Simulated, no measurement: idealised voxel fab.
process module | voxel air gaps
cross-section cut | 175 nm wide | cells 5 nm
A cross-section is a grid of square cells, given in bands from the top down. A band is one or more rows of cells.
Each band's line starts with the height of the band's top and of its bottom, in nm. Then come its materials from left to right, each with its width in nm. One material with "throughout" fills the band from edge to edge. "air" is empty space.
Height 0 is the level under which the wafer as received is all one material. The lowest band goes on downwards, as in "0 down".
A width such as "30 to 40" changes by the same amount from each row of cells to the next, from the band's top row to its bottom row.
"no change" after a step means that no cell of the cross-section changed.
closed voids: empty space of 8 cells or more with no open way to the top, each as width x height at its distance from the left edge, in nm
after a step's settings: what the simulator itself notes on the step
overlay nm, on a step with a mask: how far to the right of its planned place the mask lay; to the left if negative
plan
1 op RECEIVE | material Si
2 op CONFORMAL_DEP | material SiO2 | thk nm 15
3 op CONFORMAL_DEP | material SiN | thk nm 5
4 op DIRECTIONAL_DEP | material SiO2 | thk nm 35
5 op MASKED_ETCH | tone open | mask id LINES | width nm 15 | pitch nm 40 | etch materials SiO2 | depth nm 35 | overlay nm 0
6 op CONFORMAL_DEP | material TiN | thk nm 5
7 op FILL_DEP | material Cu | thk nm 10
8 op CMP | height nm 55
9 op EPI | material Ru | thk nm 10
10 op SELECTIVE_ETCH | etch materials SiO2 | depth nm 45
11 op CONFORMAL_DEP | material SiCN | thk nm 5
as received, after step 1
  0 down: Si throughout
  closed voids: none
first wafer at the end, as planned
  70 to 65: air 5 | SiCN 165 | air 5
  65 to 55: air 5 | SiCN 5 | Ru 35 | SiCN 5 | Ru 35 | SiCN 5 | Ru 35 | SiCN 5 | Ru 35 | SiCN 5 | air 5
  55 to 50: air 5 | SiCN 15 | TiN 5 | Cu 5 | TiN 5 | SiCN 25 | TiN 5 | Cu 5 | TiN 5 | SiCN 25 | TiN 5 | Cu 5 | TiN 5 | SiCN 25 | TiN 5 | Cu 5 | TiN 5 | SiCN 15 | air 5
  50 to 25: air 15 | SiCN 5 | TiN 5 | Cu 5 | TiN 5 | SiCN 5 | air 15 | SiCN 5 | TiN 5 | Cu 5 | TiN 5 | SiCN 5 | air 15 | SiCN 5 | TiN 5 | Cu 5 | TiN 5 | SiCN 5 | air 15 | SiCN 5 | TiN 5 | Cu 5 | TiN 5 | SiCN 5 | air 15
  25 to 20: SiCN 20 | TiN 15 | SiCN 25 | TiN 15 | SiCN 25 | TiN 15 | SiCN 25 | TiN 15 | SiCN 20
  20 to 15: SiN throughout
  15 to 0: SiO2 throughout
  0 down: Si throughout
  closed voids: 15 x 25 at 40; 15 x 25 at 80; 15 x 25 at 120
second wafer at the end: like start, like plan, one mistake
  60 to 55: SiCN throughout
  55 to 25: SiO2 20 | TiN 5 | Cu 5 | TiN 5 | SiO2 25 | TiN 5 | Cu 5 | TiN 5 | SiO2 25 | TiN 5 | Cu 5 | TiN 5 | SiO2 25 | TiN 5 | Cu 5 | TiN 5 | SiO2 20
  25 to 20: SiO2 20 | TiN 15 | SiO2 25 | TiN 15 | SiO2 25 | TiN 15 | SiO2 25 | TiN 15 | SiO2 20
  20 to 15: SiN throughout
  15 to 0: SiO2 throughout
  0 down: Si throughout
  closed voids: none
what went wrong: step 10 ran as: op SELECTIVE_ETCH | etch materials Ru | depth nm 45
at the end the second wafer has, in cells: 56 fewer of Ru | 92 fewer of SiCN | 161 more of SiO2
closed voids at the end (first wafer, second wafer): 3, 0
